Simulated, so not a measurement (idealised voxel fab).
Module name: voxel self aligned contacts (process module)
Shown is cross-section cut, with a width of 160 nm and square cells of size 5 nm.
Square cells in a grid make up a cross-section in this document, and the grid is given as bands, listed from the top down, each one or more rows of cells.
Top height, bottom height, nm. Materials left to right, width each, nm. Single material + "everywhere" = fills band edge to edge. "air" = empty.
Below 0: as-received wafer, all one material; heights counted from there. Lowest band: no bottom, goes on down, written "0..down".
A width given as "30..40" starts at the first number in the band's top row and ends at the second number in its bottom row, shifting by an equal amount at every step from row to row.
The designation "no modification", where it is given for a processing step, indicates that no cell of the cross-section was altered in the course of that step.
This entry, "Closed internal voids", enumerates those empty regions of no fewer than 8 cells that possess no open connection to the top. Each region is reported in the form width x height at distance, the distance being taken from the left edge, with all three quantities expressed in nm.
If you see something after the settings on a step's line, that's the simulator's own remark about that step.
A step line may carry the setting "overlay nm", which, for steps involving a mask, states the distance by which the mask lay to the right of its intended position; negative values denote displacement to the left.
-- The following list gives the planned process steps
1,RECEIVE with material Si
2,CONFORMAL_DEP with material SiO2, thk nm 5
3,DIRECTIONAL_DEP with material polySi, thk nm 20
4,DIRECTIONAL_DEP with material SiN, thk nm 25
5,MASKED_ETCH with tone cover, mask id GATE, width nm 25, pitch nm 60, etch materials SiN, depth nm 25, overlay nm 0
6,MASKED_ETCH with tone cover, mask id GATE, width nm 25, pitch nm 60, etch materials polySi, depth nm 20, overlay nm 0
7,CONFORMAL_DEP with material SiN, thk nm 10
8,DIRECTIONAL_ETCH with etch materials SiN, depth nm 10
9,FILL_DEP with material SiO2, thk nm 20
10,CMP with height nm 60
11,MASKED_ETCH with tone open, mask id CONTACT, width nm 45, etch materials SiO2, depth nm 60, overlay nm 0
12,CONFORMAL_DEP with material TiN, thk nm 5
13,FILL_DEP with material Ru, thk nm 10
14,CMP with height nm 60
15,CONFORMAL_DEP with material SiCN, thk nm 5
-- So this is the incoming wafer in cross-section - it's already been through step 1
- 0..down: Si everywhere
- Closed internal voids: none
-- Run as planned - first of the two wafers cross-sectioned at the end of the module
- 65..60: SiCN everywhere
- 60..50: SiO2=55  TiN=5..20  Ru=35..5  TiN=5..20  SiO2=60
- 50..25: SiO2=25  SiN=45  TiN=5  Ru=5  TiN=5  SiN=45  SiO2=30
- 25..5: SiO2=25  SiN=10  polySi=25  SiN=10  TiN=5  Ru=5  TiN=5  SiN=10  polySi=25  SiN=10  SiO2=30
- 5..0: SiO2=70  TiN=15  SiO2=75
- 0..down: Si everywhere
- Closed internal voids: none
-- Cross-section, second wafer: same start as the first, same plan as the first, one mistake in running it; taken at the end of the module
- 65..60: SiCN everywhere
- 60..50: SiO2=55  TiN=5..25  Ru=35..5  TiN=5..15  SiO2=60
- 50..30: SiO2=30  SiN=45  TiN=5  Ru=5  TiN=5  SiN=45  SiO2=25
- 30..25: SiO2=30  SiN=45  TiN=15  SiN=45  SiO2=25
- 25..5: SiO2=25  SiN=10  polySi=30  SiN=10  TiN=10  SiN=10  polySi=30  SiN=10  SiO2=25
- 5..0: SiO2=75  TiN=10  SiO2=75
- 0..down: Si everywhere
- Closed internal voids: none
Short version of what went wrong: not per plan at step 5, really ran MASKED_ETCH with tone cover, mask id GATE, width nm 25, pitch nm 60, etch materials SiN, depth nm 25, overlay nm 5
In the final state, the cell counts of the second wafer exceed or fall short of those of the first for the following materials: -5 Ru, -3 SiO2, +8 polySi
